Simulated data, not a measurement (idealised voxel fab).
Name of the process module below: voxel released beams
cross-section cut | 145 nm wide | cells 5 nm
How to read a cross-section here: the picture is a grid of square cells, written as bands going from the top down, and any band can span one or more rows of cells. Band: top and bottom heights (nm) first, top before bottom; then materials from left to right, widths in nm. "all across" marks a sole material filling the band edge to edge. "empty" denotes empty space. Height is counted from the level 0, under which the received wafer is composed throughout of one material. The lowest of the bands is not closed at the bottom but continues downward, in the notation "0 -> down". The width entry "30..40" should be interpreted row by row: the top row of cells in the band takes the first number, the bottom row takes the second number, and the change between adjacent rows is uniform throughout. Reading "no change occurred" for a step: not a cell of the cross-section changed in it. If an empty space has no open way to the top and is at least 8 cells in size, "Unvented cavities" lists it, written width x height at distance, where distance is measured from the left edge and every value is in nm. The remark found on a step's line after its settings is issued by the simulator itself and pertains to that step. Steps that use a mask can have "overlay nm" on their line. It says how far the mask sat to the right of where it was meant to be. Negative means to the left.

-- Steps in the process plan
step 1: RECEIVE (material Si)
step 2: CONFORMAL_DEP (material Al2O3; thk nm 5)
step 3: DIRECTIONAL_DEP (material SiO2; thk nm 15)
step 4: PATTERN (tone open; mask id ANCHOR; material resist; width nm 45; thk nm 15; overlay nm -10)
step 5: DIRECTIONAL_ETCH (etch materials SiO2; depth nm 15)
step 6: STRIP (etch materials resist)
step 7: CONFORMAL_DEP (material W; thk nm 15)
step 8: MASKED_ETCH (tone cover; mask id BEAM; width nm 95; etch materials W; depth nm 15; overlay nm 0)
step 9: STRIP (etch materials SiO2)
The overlay nm used in step 4 is not the same on every wafer, whereas the starting condition is; the value printed in the plan is the first wafer's.

-- Cross-section of the first incoming wafer of several, state after step 1
    0 -> down: Si all across
    Unvented cavities: none

-- Per-wafer rows below. For each material: cells gained (+) or lost (-) since the wafer was received, as of end of module. Then: closed voids
overlay nm -10; +29 Al2O3; +75 W; Unvented cavities: none
overlay nm -5; +29 Al2O3; +75 W; Unvented cavities: none
overlay nm 0; +29 Al2O3; +75 W; Unvented cavities: none
overlay nm 5; +29 Al2O3; +75 W; Unvented cavities: none
overlay nm 10; +29 Al2O3; +75 W; Unvented cavities: none
overlay nm 15; +29 Al2O3; +75 W; Unvented cavities: none
